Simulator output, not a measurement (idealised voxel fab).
process module | voxel ribs on slabs
cross-section cut | 260 nm wide | cells 5 nm
A cross-section is a grid of square cells, given in bands from the top down. A band is one or more rows of cells.
Each band's line starts with the height of the band's top and of its bottom, in nm. Then come its materials from left to right, each with its width in nm. One material with "throughout" fills the band from edge to edge. "air" is empty space.
Height 0 is the level under which the wafer as received is all one material. The lowest band goes on downwards, as in "0 down".
A width such as "30 to 40" changes by the same amount from each row of cells to the next, from the band's top row to its bottom row.
"no change" after a step means that no cell of the cross-section changed.
closed voids: empty space of 8 cells or more with no open way to the top, each as width x height at its distance from the left edge, in nm
after a step's settings: what the simulator itself notes on the step
overlay nm, on a step with a mask: how far to the right of its planned place the mask lay; to the left if negative
plan
1 op RECEIVE | material Si
2 op DIRECTIONAL_DEP | material SiO2 | thk nm 30
3 op DIRECTIONAL_DEP | material SiN | thk nm 15
4 op PATTERN | tone cover | mask id RIB | material resist | width nm 25 | thk nm 15 | overlay nm 0
5 op DIRECTIONAL_ETCH | etch materials SiN | depth nm 5
6 op STRIP | etch materials resist
7 op MASKED_ETCH | tone cover | mask id SLAB | width nm 55 | etch materials SiN | depth nm 10 | overlay nm 0
8 op FILL_DEP | material SiO2 | thk nm 25
9 op CMP | height nm 65
10 op DIRECTIONAL_DEP | material TiN | thk nm 5
11 op MASKED_ETCH | tone cover | mask id HEATER | width nm 35 | etch materials TiN | depth nm 5 | overlay nm 0
12 op CONFORMAL_DEP | material SiO2 | thk nm 5
varied across the wafers: thk nm of step 12. The plan shows the first wafer's value. All wafers start alike
first wafer as received, after step 1
  0 down: Si throughout
  closed voids: none
first wafer at the end, after step 12
  75 to 70: air 105 | SiO2 45 | air 110
  70 to 65: SiO2 110 | TiN 35 | SiO2 115
  65 to 45: SiO2 throughout
  45 to 40: SiO2 115 | SiN 25 | SiO2 120
  40 to 30: SiO2 100 | SiN 55 | SiO2 105
  30 to 0: SiO2 throughout
  0 down: Si throughout
  closed voids: none
last wafer at the end
  90 to 85: air 90 | SiO2 75 | air 95
  85 to 70: SiO2 throughout
  70 to 65: SiO2 110 | TiN 35 | SiO2 115
  65 to 45: SiO2 throughout
  45 to 40: SiO2 115 | SiN 25 | SiO2 120
  40 to 30: SiO2 100 | SiN 55 | SiO2 105
  30 to 0: SiO2 throughout
  0 down: Si throughout
  closed voids: none
each wafer at the end: cells of each material gained (+) or lost (-) since it was received, then its closed voids
thk nm 5 | +27 SiN | +703 SiO2 | +7 TiN | closed voids: none
thk nm 10 | +27 SiN | +757 SiO2 | +7 TiN | closed voids: none
thk nm 15 | +27 SiN | +811 SiO2 | +7 TiN | closed voids: none
thk nm 20 | +27 SiN | +865 SiO2 | +7 TiN | closed voids: none
